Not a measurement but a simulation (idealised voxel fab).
process module | voxel wiring stack
cross-section cut | 235 nm wide | cells 5 nm
A cross-section is a grid of square cells, given in bands from the top down. A band is one or more rows of cells.
Each band's line starts with the height of the band's top and of its bottom, in nm. Then come its materials from left to right, each with its width in nm. One material with "throughout" fills the band from edge to edge. "air" is empty space.
Height 0 is the level under which the wafer as received is all one material. The lowest band goes on downwards, as in "0 down".
A width such as "30 to 40" changes by the same amount from each row of cells to the next, from the band's top row to its bottom row.
"no change" after a step means that no cell of the cross-section changed.
closed voids: empty space of 8 cells or more with no open way to the top, each as width x height at its distance from the left edge, in nm
after a step's settings: what the simulator itself notes on the step
overlay nm, on a step with a mask: how far to the right of its planned place the mask lay; to the left if negative
plan
1 op RECEIVE | material Si
2 op CONFORMAL_DEP | material SiO2 | thk nm 15
3 op DIRECTIONAL_DEP | material TiN | thk nm 5
4 op DIRECTIONAL_DEP | material W | thk nm 20
5 op DIRECTIONAL_DEP | material aC | thk nm 15
6 op PATTERN | tone cover | mask id METAL_1 | material resist | width nm 30 | pitch nm 60 | thk nm 30 | overlay nm 0
7 op DIRECTIONAL_ETCH | etch materials aC | depth nm 15
8 op STRIP | etch materials resist
9 op DIRECTIONAL_ETCH | etch materials W | depth nm 20
10 op DIRECTIONAL_ETCH | etch materials TiN | depth nm 5
11 op STRIP | etch materials aC
12 op CONFORMAL_DEP | material SiCN | thk nm 5
13 op FILL_DEP | material lowk | thk nm 10
14 op CMP | height nm 40
15 op CONFORMAL_DEP | material SiCN | thk nm 5
16 op DIRECTIONAL_DEP | material SiO2 | thk nm 20
17 op MASKED_ETCH | tone open | mask id PLUG_1 | width nm 15 | pitch nm 120 | etch materials SiO2 | depth nm 20 | overlay nm 0
18 op MASKED_ETCH | tone open | mask id PLUG_1 | width nm 15 | pitch nm 120 | etch materials SiCN | depth nm 5 | overlay nm 0
19 op CONFORMAL_DEP | material TiN | thk nm 5
20 op FILL_DEP | material W | thk nm 5
21 op CMP | height nm 65
22 op CONFORMAL_DEP | material SiCN | thk nm 5
23 op DIRECTIONAL_DEP | material SiO2 | thk nm 15
24 op PATTERN | tone open | mask id METAL_2 | material resist | width nm 30 | pitch nm 60 | thk nm 20 | overlay nm 0
25 op DIRECTIONAL_ETCH | etch materials SiO2 | depth nm 15
26 op DIRECTIONAL_ETCH | etch materials SiCN | depth nm 5
27 op STRIP | etch materials resist
28 op CONFORMAL_DEP | material TiN | thk nm 5
29 op FILL_DEP | material W | thk nm 5
30 op CMP | height nm 85
31 op CONFORMAL_DEP | material SiCN | thk nm 5
32 op DIRECTIONAL_DEP | material SiO2 | thk nm 10
33 op MASKED_ETCH | tone open | mask id PLUG_2 | width nm 15 | pitch nm 60 | etch materials SiO2 | depth nm 10 | overlay nm 0
34 op MASKED_ETCH | tone open | mask id PLUG_2 | width nm 15 | pitch nm 60 | etch materials SiCN | depth nm 5 | overlay nm 0
35 op CONFORMAL_DEP | material TiN | thk nm 5
36 op FILL_DEP | material W | thk nm 5
37 op CMP | height nm 100
38 op DIRECTIONAL_DEP | material TiN | thk nm 5
39 op DIRECTIONAL_DEP | material Ru | thk nm 25
40 op MASKED_ETCH | tone cover | mask id METAL_3 | width nm 30 | pitch nm 60 | etch materials Ru | depth nm 25 | overlay nm 0
41 op MASKED_ETCH | tone cover | mask id METAL_3 | width nm 30 | pitch nm 60 | etch materials TiN | depth nm 5 | overlay nm 0
42 op CONFORMAL_DEP | material SiN | thk nm 5
43 op FILL_DEP | material lowk | thk nm 5
44 op CMP | height nm 130
45 op CONFORMAL_DEP | material SiCN | thk nm 5
as received, after step 1
  0 down: Si throughout
  closed voids: none
a wafer at the end: this start, this plan, one mistake
  135 to 130: SiCN throughout
  130 to 105: lowk 35 | SiN 5 | Ru 30 | SiN 5 | lowk 20 | SiN 5 | Ru 30 | SiN 5 | lowk 20 | SiN 5 | Ru 30 | SiN 5 | lowk 40
  105 to 100: SiN 40 | TiN 30 | SiN 30 | TiN 30 | SiN 30 | TiN 30 | SiN 45
  100 to 90: SiO2 40 | TiN 5 | W 5 | TiN 5 | SiO2 45 | TiN 5 | W 5 | TiN 5 | SiO2 45 | TiN 5 | W 5 | TiN 5 | SiO2 60
  90 to 85: SiCN 40 | TiN 15 | SiCN 45 | TiN 15 | SiCN 45 | TiN 15 | SiCN 60
  85 to 70: SiO2 40 | TiN 5 | W 20 | TiN 5 | SiO2 30 | TiN 5 | W 20 | TiN 5 | SiO2 30 | TiN 5 | W 20 | TiN 5 | SiO2 45
  70 to 65: SiCN 40 | TiN 30 | SiCN 30 | TiN 30 | SiCN 30 | TiN 30 | SiCN 45
  65 to 50: W 35 | TiN 5 | SiO2 15 | TiN 5 | W 95 | TiN 5 | SiO2 15 | TiN 5 | W 55
  50 to 45: TiN 40 | SiO2 15 | TiN 105 | SiO2 15 | TiN 60
  45 to 40: SiCN throughout
  40 to 20: lowk 35 | SiCN 5 | W 30 | SiCN 5 | lowk 20 | SiCN 5 | W 30 | SiCN 5 | lowk 20 | SiCN 5 | W 30 | SiCN 5 | lowk 40
  20 to 15: SiCN 40 | TiN 30 | SiCN 30 | TiN 30 | SiCN 30 | TiN 30 | SiCN 45
  15 to 0: SiO2 throughout
  0 down: Si throughout
  closed voids: none
what went wrong: step 17 ran as: op MASKED_ETCH | tone cover | mask id PLUG_1 | width nm 15 | pitch nm 120 | etch materials SiO2 | depth nm 20 | overlay nm 0
